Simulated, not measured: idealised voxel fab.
The following is a process module called voxel self aligned contacts.
Displayed cross-section: cut, width of 200 nm, square cells sized 5 nm.
For the purposes of this document, a cross-section shall be understood as a grid of square cells, specified as bands listed in top-to-bottom order, each band consisting of one or more rows of cells.
Top, bottom (nm), then materials left to right with widths (nm); lone material tagged "full width" fills the whole band edge to edge; "empty" = empty space.
Note: height 0 marks the level under which the wafer is uniformly one material as received. Lowest band unbounded below, written "0 -> down".
Width "30->40": first value at the band's top row of cells, second value at its bottom row, equal change from row to row.
"stayed the same" after a step means that no cell of the cross-section changed.
Heads up: "Unvented voids" only lists the empty pockets with no open path to the top that are 8 cells or more, and it writes them as width x height at distance, distance from the left edge, in nm.
Text after the settings on a step's line: the simulator's own remark on that step.
For masked steps, "overlay nm" on the step line gives how far right of plan the mask actually lay; a minus sign means it lay to the left.
So here's the lineup of process steps we planned
1,RECEIVE: material Si
2,OXIDIZE: depth nm 5
3,DIRECTIONAL_DEP: material polySi, thk nm 30
4,DIRECTIONAL_DEP: material SiN, thk nm 25
5,MASKED_ETCH: tone cover, mask id GATE, width nm 25, pitch nm 60, etch materials SiN, depth nm 25, overlay nm 0
6,MASKED_ETCH: tone cover, mask id GATE, width nm 25, pitch nm 60, etch materials polySi, depth nm 30, overlay nm 0
7,CONFORMAL_DEP: material SiN, thk nm 10
8,DIRECTIONAL_ETCH: etch materials SiN, depth nm 10
9,FILL_DEP: material SiO2, thk nm 15
10,CMP: height nm 65
11,MASKED_ETCH: tone open, mask id CONTACT, width nm 45, pitch nm 60, etch materials SiO2, depth nm 70, overlay nm 0
12,CONFORMAL_DEP: material TiN, thk nm 5
13,FILL_DEP: material W, thk nm 10
14,CMP: height nm 65
15,CONFORMAL_DEP: material SiCN, thk nm 5
Incoming wafer in cross-section (state: after step 1)
0 -> down  Si full width
Unvented voids: none
Cross-section: first of two wafers, module finished, run according to plan
70 -> 65  SiCN full width
65 -> 55  45 SiO2, 5->20 TiN, 35->5 W, 5->20 TiN, 15 SiO2, 5->20 TiN, 35->5 W, 5->20 TiN, 50 SiO2
55 -> 30  15 SiO2, 45 SiN, 5 TiN, 5 W, 5 TiN, 45 SiN, 5 TiN, 5 W, 5 TiN, 45 SiN, 20 SiO2
30 -> 0  15 SiO2, 10 SiN, 25 polySi, 10 SiN, 5 TiN, 5 W, 5 TiN, 10 SiN, 25 polySi, 10 SiN, 5 TiN, 5 W, 5 TiN, 10 SiN, 25 polySi, 10 SiN, 20 SiO2
0 -> -5  60 SiO2, 15 TiN, 45 SiO2, 15 TiN, 65 SiO2
-5 -> down  Si full width
Unvented voids: none
Cross-section of the latter of the two wafers at module completion. It had an identical start and an identical plan to the former; in running it, one mistake was made
70 -> 65  SiCN full width
65 -> 55  45 SiO2, 5->20 TiN, 35->5 W, 5->20 TiN, 15 SiO2, 5->20 TiN, 35->5 W, 5->20 TiN, 50 SiO2
55 -> 30  15 SiO2, 10 SiN, 25 polySi, 10 SiN, 5 TiN, 5 W, 5 TiN, 10 SiN, 25 polySi, 10 SiN, 5 TiN, 5 W, 5 TiN, 10 SiN, 25 polySi, 10 SiN, 20 SiO2
30 -> 25  15 SiO2, 10 SiN, 25 polySi, 10 SiN, 15 TiN, 10 SiN, 25 polySi, 10 SiN, 15 TiN, 10 SiN, 25 polySi, 10 SiN, 20 SiO2
25 -> 0  SiN full width
0 -> -5  SiO2 full width
-5 -> down  Si full width
Unvented voids: none
The mistake made against the process plan was this: plan steps 3 and 4 run swapped
Heads up, by the end the second wafer has more or fewer cells of some materials compared to the first: 65 more of SiN; 29 fewer of SiO2; 24 fewer of TiN; 12 fewer of W
